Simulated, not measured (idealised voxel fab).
process module | voxel self aligned vias
cross-section cut | 185 nm wide | cells 5 nm
A cross-section is a grid of square cells, given in bands from the top down. A band is one or more rows of cells.
Each band's line starts with the height of the band's top and of its bottom, in nm. Then come its materials from left to right, each with its width in nm. One material with "throughout" fills the band from edge to edge. "air" is empty space.
Height 0 is the level under which the wafer as received is all one material. The lowest band goes on downwards, as in "0 down".
A width such as "30 to 40" changes by the same amount from each row of cells to the next, from the band's top row to its bottom row.
"no change" after a step means that no cell of the cross-section changed.
closed voids: empty space of 8 cells or more with no open way to the top, each as width x height at its distance from the left edge, in nm
after a step's settings: what the simulator itself notes on the step
overlay nm, on a step with a mask: how far to the right of its planned place the mask lay; to the left if negative
plan
1 op RECEIVE | material Si
2 op CONFORMAL_DEP | material SiO2 | thk nm 15
3 op CONFORMAL_DEP | material SiCN | thk nm 5
4 op DIRECTIONAL_DEP | material lowk | thk nm 30
5 op PATTERN | tone open | mask id LINES | material resist | width nm 20 | pitch nm 60 | thk nm 15 | overlay nm 0
6 op DIRECTIONAL_ETCH | etch materials lowk | depth nm 30
7 op STRIP | etch materials resist
8 op CONFORMAL_DEP | material TiN | thk nm 5
9 op FILL_DEP | material Ru | thk nm 10
10 op CMP | height nm 50
11 op SELECTIVE_ETCH | etch materials W Ru TiN | depth nm 10
12 op FILL_DEP | material SiN | thk nm 10
13 op CMP | height nm 50
14 op DIRECTIONAL_DEP | material lowk | thk nm 15
15 op PATTERN | tone open | mask id VIAS | material resist | width nm 30 | pitch nm 60 | thk nm 20 | overlay nm 0
16 op DIRECTIONAL_ETCH | etch materials lowk | depth nm 15
17 op DIRECTIONAL_ETCH | etch materials SiN | depth nm 10
18 op STRIP | etch materials resist
19 op CONFORMAL_DEP | material TiN | thk nm 5
20 op FILL_DEP | material Ru | thk nm 5
21 op CMP | height nm 65
22 op CONFORMAL_DEP | material SiN | thk nm 5
as received, after step 1
  0 down: Si throughout
  closed voids: none
a wafer at the end: this start, this plan, one mistake
  70 to 65: SiN throughout
  65 to 55: lowk 15 | TiN 5 | Ru 20 | TiN 5 | lowk 30 | TiN 5 | Ru 20 | TiN 5 | lowk 30 | TiN 5 | Ru 20 | TiN 5 | lowk 20
  55 to 50: lowk 15 | TiN 30 | lowk 30 | TiN 30 | lowk 30 | TiN 30 | lowk 20
  50 to 40: lowk 25 | TiN 10 | lowk 50 | TiN 10 | lowk 50 | TiN 10 | lowk 30
  40 to 25: lowk 25 | Ru 10 | lowk 50 | Ru 10 | lowk 50 | Ru 10 | lowk 30
  25 to 20: lowk throughout
  20 to 15: SiCN throughout
  15 to 0: SiO2 throughout
  0 down: Si throughout
  closed voids: none
what went wrong: step 8 ran as: op CONFORMAL_DEP | material lowk | thk nm 5
